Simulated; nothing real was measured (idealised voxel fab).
Presented below is a process module, voxel capacitor over wiring.
The figure presents cross-section cut, which has a width of 255 nm and is divided into square cells with an edge length of 5 nm.
Cross-section layout: square cells on a grid; listed as bands, top to bottom; a band spans one or more cell rows. Band: top and bottom heights (nm) first, top before bottom; then materials from left to right, widths in nm. "all across" marks a sole material filling the band edge to edge. "empty" denotes empty space. Counting heights begins at 0, where everything beneath is, in the wafer as received, one material. The lowest band has no bottom; it goes on downwards, as "from 0 down" shows. The width entry "30->40" should be interpreted row by row: the top row of cells in the band takes the first number, the bottom row takes the second number, and the change between adjacent rows is uniform throughout. Where the words "identical to before" appear for a step, the cross-section shows no cell changed by that step; every cell remained as before. You'll see "Trapped cavities" listing empty spaces that have no way open to the top, as long as they're 8 cells or more; the notation is width x height at distance, where the distance is from the left edge, and all of it is in nm. Formally, on a step line, whatever follows the settings is a remark that the simulator itself makes on the step. The "overlay nm" setting may appear on a step's line; for a step that uses a mask, it gives how far to the right of its planned position the mask lay, and a negative value indicates the left.
Set out below are the planned steps of the process:
| 1 | RECEIVE,material Si |
| 2 | CONFORMAL_DEP,material SiO2,thk nm 15 |
| 3 | DIRECTIONAL_DEP,material TiN,thk nm 5 |
| 4 | DIRECTIONAL_DEP,material Ru,thk nm 15 |
| 5 | PATTERN,tone cover,mask id METAL_1,material resist,width nm 30,pitch nm 95,thk nm 15,overlay nm 0 |
| 6 | DIRECTIONAL_ETCH,etch materials Ru,depth nm 15 |
| 7 | DIRECTIONAL_ETCH,etch materials TiN,depth nm 5 |
| 8 | STRIP,etch materials resist |
| 9 | FILL_DEP,material lowk,thk nm 5 |
| 10 | CMP,height nm 35 |
| 11 | CONFORMAL_DEP,material SiCN,thk nm 5 |
| 12 | DIRECTIONAL_DEP,material SiO2,thk nm 10 |
| 13 | MASKED_ETCH,tone open,mask id PLUG_1,width nm 15,etch materials SiO2,depth nm 10,overlay nm 0 |
| 14 | MASKED_ETCH,tone open,mask id PLUG_1,width nm 15,etch materials SiCN,depth nm 5,overlay nm 0 |
| 15 | EPI,material Ru,thk nm 10 |
| 16 | EPI,material Ru,thk nm 5 |
| 17 | DIRECTIONAL_DEP,material TiN,thk nm 5 |
| 18 | DIRECTIONAL_DEP,material HfO2,thk nm 5 |
| 19 | DIRECTIONAL_DEP,material TiN,thk nm 5 |
| 20 | DIRECTIONAL_DEP,material aC,thk nm 10 |
| 21 | PATTERN,tone cover,mask id UPPER_PLATE,material resist,width nm 70,thk nm 25,overlay nm 0 |
| 22 | DIRECTIONAL_ETCH,etch materials aC,depth nm 10 |
| 23 | STRIP,etch materials resist |
| 24 | DIRECTIONAL_ETCH,etch materials TiN,depth nm 5 |
| 25 | DIRECTIONAL_ETCH,etch materials HfO2,depth nm 5 |
| 26 | STRIP,etch materials aC |
| 27 | PATTERN,tone cover,mask id LOWER_PLATE,material resist,width nm 80,thk nm 15,overlay nm 0 |
| 28 | DIRECTIONAL_ETCH,etch materials TiN,depth nm 5 |
| 29 | STRIP,etch materials resist |
| 30 | FILL_DEP,material SiO2,thk nm 15 |
| 31 | CMP,height nm 75 |
| 32 | PATTERN,tone open,mask id PLUG_2,material resist,width nm 15,thk nm 15,overlay nm 0 |
| 33 | DIRECTIONAL_ETCH,etch materials SiO2,depth nm 10 |
| 34 | STRIP,etch materials resist |
| 35 | CONFORMAL_DEP,material TiN,thk nm 5 |
| 36 | FILL_DEP,material Cu,thk nm 10 |
| 37 | CMP,height nm 75 |
| 38 | CONFORMAL_DEP,material SiCN,thk nm 5 |
Here's what the wafer looked like in cross-section when it arrived - that's after step 1:
> from 0 down | Si all across
> Trapped cavities: none
A wafer at the end: this start, this plan, one mistake:
> from 80 to 75 | SiCN all across
> from 75 to 70 | TiN 95 / Cu 5 / TiN 155
> from 70 to 60 | SiO2 90->80 / TiN 15->70 / SiO2 150->105
> from 60 to 55 | SiO2 80 / HfO2 70 / SiO2 105
> from 55 to 50 | SiO2 75 / TiN 80 / SiO2 100
> from 50 to 40 | SiO2 80 / Ru 15 / SiO2 160
> from 40 to 35 | SiCN 80 / Ru 15 / SiCN 160
> from 35 to 20 | lowk 65 / Ru 30 / lowk 65 / Ru 30 / lowk 65
> from 20 to 15 | lowk 65 / TiN 30 / lowk 65 / TiN 30 / lowk 65
> from 15 to 0 | SiO2 all across
> from 0 down | Si all across
> Trapped cavities: none
Diagnosis: step 31 was processed under conditions differing from the plan, specifically as CMP,height nm 70
